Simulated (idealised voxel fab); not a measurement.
A process module follows: voxel ribs on slabs.
In the cross-section labelled cut, the width is 220 nm and each square cell is 5 nm.
We lay out every cross-section as a grid of square cells and spell it out in bands from the top down, where one band means one or more rows of cells. First you get the band's top height and its bottom height, in nm, and then the materials it's made of, left to right, with each width in nm. If you see a single material with "everywhere", that one covers the band edge to edge. "air" is empty space. Where do heights start? At 0: under that level the wafer as delivered is made of one material only. And the lowest band has no floor; it just carries on downward, as in "0 and below". Graded width ("30 to 40"): value in top row of band = first number; value in bottom row = second number; row-to-row change constant. Step note "all unchanged" = no cross-section cell changed. Basically, "Trapped voids" tells you about the enclosed voids: empty spaces with no open way to the top, 8 cells or bigger, each written width x height at distance, where distance is from the left edge, all in nm. Read whatever lies past the settings on a step's line as the simulator's own remark about the step. The "overlay nm" setting may appear on a step's line; for a step that uses a mask, it gives how far to the right of its planned position the mask lay, and a negative value indicates the left.
# The following list gives the planned process steps
| 1 | RECEIVE,material Si |
| 2 | DIRECTIONAL_DEP,material SiO2,thk nm 30 |
| 3 | DIRECTIONAL_DEP,material polySi,thk nm 15 |
| 4 | MASKED_ETCH,tone cover,mask id RIB,width nm 15,etch materials polySi,depth nm 10,overlay nm 0 |
| 5 | MASKED_ETCH,tone cover,mask id SLAB,width nm 65,etch materials polySi,depth nm 5,overlay nm 0 |
| 6 | FILL_DEP,material SiO2,thk nm 25 |
| 7 | CMP,height nm 65 |
| 8 | DIRECTIONAL_DEP,material TiN,thk nm 10 |
| 9 | PATTERN,tone cover,mask id HEATER,material resist,width nm 25,thk nm 20,overlay nm 0 |
| 10 | DIRECTIONAL_ETCH,etch materials TiN,depth nm 10 |
| 11 | STRIP,etch materials resist |
| 12 | CONFORMAL_DEP,material SiO2,thk nm 5 |
# Incoming wafer, cross-sectional view, post step 1
0 and below = Si everywhere
Trapped voids: none
# The plan above was carried out on the starting structure above with one mistake, and this cross-section shows the wafer at the end of the module
80 down to 75 = air: 90, SiO2: 35, air: 95
75 down to 70 = air: 90, SiO2: 5, TiN: 25, SiO2: 5, air: 95
70 down to 65 = SiO2: 95, TiN: 25, SiO2: 100
65 down to 45 = SiO2 everywhere
45 down to 35 = SiO2: 100, polySi: 15, SiO2: 105
35 down to 30 = SiO2: 80, polySi: 65, SiO2: 75
30 down to 0 = SiO2 everywhere
0 and below = Si everywhere
Trapped voids: none
Plan not followed: for step 5, the planned setting was not used; the step was instead run as MASKED_ETCH,tone cover,mask id SLAB,width nm 65,etch materials polySi,depth nm 5,overlay nm 5
